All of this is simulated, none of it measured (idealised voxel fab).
This section sets out a process module, namely voxel fin reveal.
Shown is cross-section cut, with a width of 190 nm and square cells of size 5 nm.
How to read a cross-section here: the picture is a grid of square cells, written as bands going from the top down, and any band can span one or more rows of cells.
Heights first: top, then bottom, in nm. Then materials, left to right, each with a width in nm. "throughout" on a single material: fills the band edge to edge. "air": empty space.
Ref level 0: as-received wafer is one material below here. Bottom band extends down with no lower bound ("0 down").
Think of "30..40" as a width that walks from the first number to the second as you go down the band, top row to bottom row, taking equal-sized steps from row to row.
It should be understood that the words "all unchanged", when stated for a given step, signify that the cross-section underwent no change in any of its cells during that step.
The label "Non-vented voids" introduces a list of the empty spaces, 8 cells or larger, that have no open way up to the top; each entry in it reads width x height at distance, where the distance is taken from the left edge and all three are stated in nm.
If you see something after the settings on a step's line, that's the simulator's own remark about that step.
The "overlay nm" setting may appear on a step's line; for a step that uses a mask, it gives how far to the right of its planned position the mask lay, and a negative value indicates the left.

These are the steps we planned for the process:
- 1: RECEIVE,material Si
- 2: CONFORMAL_DEP,material SiN,thk nm 5
- 3: PATTERN,tone cover,mask id FINS,material resist,width nm 15,pitch nm 45,thk nm 20,overlay nm 0
- 4: DIRECTIONAL_ETCH,etch materials SiN,depth nm 5
- 5: DIRECTIONAL_ETCH,etch materials Si,depth nm 35
- 6: STRIP,etch materials resist
- 7: OXIDIZE,depth nm 5
- 8: FILL_DEP,material SiO2,thk nm 5
- 9: CMP,height nm 5
- 10: SELECTIVE_ETCH,etch materials SiO2,depth nm 15
- 11: STRIP,etch materials SiN
- 12: CONFORMAL_DEP,material SiO2,thk nm 5
The plan's step 3 width nm is the first wafer's value; the wafers differ in this setting and start identical.

So this is the first of several wafers, cross-sectioned as it came to us, meaning it's at the end of step 1:
* 0 down: Si throughout
* Non-vented voids: none

First of several wafers, sectioned at end of module (last step: step 12):
* 5 to 0: air 20 nm, then SiO2 15 nm, then air 30 nm, then SiO2 15 nm, then air 30 nm, then SiO2 15 nm, then air 30 nm, then SiO2 15 nm, then air 20 nm
* 0 to -5: air 20 nm, then SiO2 5 nm, then Si 5 nm, then SiO2 5 nm, then air 30 nm, then SiO2 5 nm, then Si 5 nm, then SiO2 5 nm, then air 30 nm, then SiO2 5 nm, then Si 5 nm, then SiO2 5 nm, then air 30 nm, then SiO2 5 nm, then Si 5 nm, then SiO2 5 nm, then air 20 nm
* -5 to -40: SiO2 25 nm, then Si 5 nm, then SiO2 40 nm, then Si 5 nm, then SiO2 40 nm, then Si 5 nm, then SiO2 40 nm, then Si 5 nm, then SiO2 25 nm
* -40 down: Si throughout
* Non-vented voids: none

Here's the last wafer cross-sectioned at the end of the module:
* 5 to 0: air 15 nm, then SiO2 25 nm, then air 20 nm, then SiO2 25 nm, then air 20 nm, then SiO2 25 nm, then air 20 nm, then SiO2 25 nm, then air 15 nm
* 0 to -5: air 15 nm, then SiO2 5 nm, then Si 15 nm, then SiO2 5 nm, then air 20 nm, then SiO2 5 nm, then Si 15 nm, then SiO2 5 nm, then air 20 nm, then SiO2 5 nm, then Si 15 nm, then SiO2 5 nm, then air 20 nm, then SiO2 5 nm, then Si 15 nm, then SiO2 5 nm, then air 15 nm
* -5 to -40: SiO2 20 nm, then Si 15 nm, then SiO2 30 nm, then Si 15 nm, then SiO2 30 nm, then Si 15 nm, then SiO2 30 nm, then Si 15 nm, then SiO2 20 nm
* -40 down: Si throughout
* Non-vented voids: none

The table below has one row for each wafer; a row shows, as of the end of the module, how many cells of each material the wafer has gained, marked (+), or lost, marked (-), since it was received, and then the wafer's closed voids:
width nm 15, -272 Si, +258 SiO2, Non-vented voids: none
width nm 20, -240 Si, +234 SiO2, Non-vented voids: none
width nm 25, -208 Si, +210 SiO2, Non-vented voids: none
